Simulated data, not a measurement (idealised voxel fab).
Presented below is a process module, voxel ribs on slabs.
Shown is cross-section cut, with a width of 210 nm and square cells of size 5 nm.
This document writes a cross-section as a grid whose cells are square, and gives it as bands, listed from the top down; one or more rows of cells form a band. For a band, the entry starts with two heights in nm, that of the top and then that of the bottom, and carries on with the band's materials in order from left to right, each alongside its width in nm; the word "full width" beside a single material means it fills the band edge to edge, and "air" means empty space. Where do heights start? At 0: under that level the wafer as delivered is made of one material only. And the lowest band has no floor; it just carries on downward, as in "z 0 and below". When a width is written as two numbers, as in "30->40", the first number is the width in the top row of cells of the band and the second is the width in its bottom row, and the width changes by the same amount from each row to the next. For the purposes of this document, the phrase "nothing different" attached to a step denotes that no cell within the cross-section was modified by that step. "Enclosed cavity list" enumerates empty spaces isolated from the top, with no open way to it, that contain at least 8 cells, giving each as width x height at distance from the left edge, all three in nm. Heads up: the bit after the settings on a step's line is the simulator's remark on that step. overlay nm: where the mask lay relative to plan, measured to the right, on steps with a mask; negatives go left.
Process steps foreseen in the plan:
1 RECEIVE, material Si
2 DIRECTIONAL_DEP, material SiO2, thk nm 25
3 DIRECTIONAL_DEP, material SiN, thk nm 25
4 MASKED_ETCH, tone cover, mask id RIB, width nm 15, etch materials SiN, depth nm 10, overlay nm 0
5 PATTERN, tone cover, mask id SLAB, material resist, width nm 65, thk nm 15, overlay nm 0
6 DIRECTIONAL_ETCH, etch materials SiN, depth nm 15
7 STRIP, etch materials resist
8 FILL_DEP, material SiO2, thk nm 25
9 CMP, height nm 70
10 DIRECTIONAL_DEP, material TiN, thk nm 5
11 PATTERN, tone cover, mask id HEATER, material resist, width nm 25, thk nm 20, overlay nm 0
12 DIRECTIONAL_ETCH, etch materials TiN, depth nm 5
13 STRIP, etch materials resist
14 CONFORMAL_DEP, material SiN, thk nm 10
Incoming wafer in cross-section (state: after step 1):
* z 0 and below: Si full width
* Enclosed cavity list: none
What the wafer looks like in cross-section after this module, when it starts as shown above and follows the plan above but one mistake is made in running it:
* z 85 to 80: SiN 100 / air 5 / SiN 105
* z 80 to 75: SiN full width
* z 75 to 70: TiN 90 / SiN 25 / TiN 95
* z 70 to 50: SiO2 full width
* z 50 to 40: SiO2 95 / SiN 15 / SiO2 100
* z 40 to 25: SiO2 70 / SiN 65 / SiO2 75
* z 25 to 0: SiO2 full width
* z 0 and below: Si full width
* Enclosed cavity list: none
what went wrong: heads up, step 11 didn't go per plan, it actually ran as PATTERN, tone open, mask id HEATER, material resist, width nm 25, thk nm 20, overlay nm 0
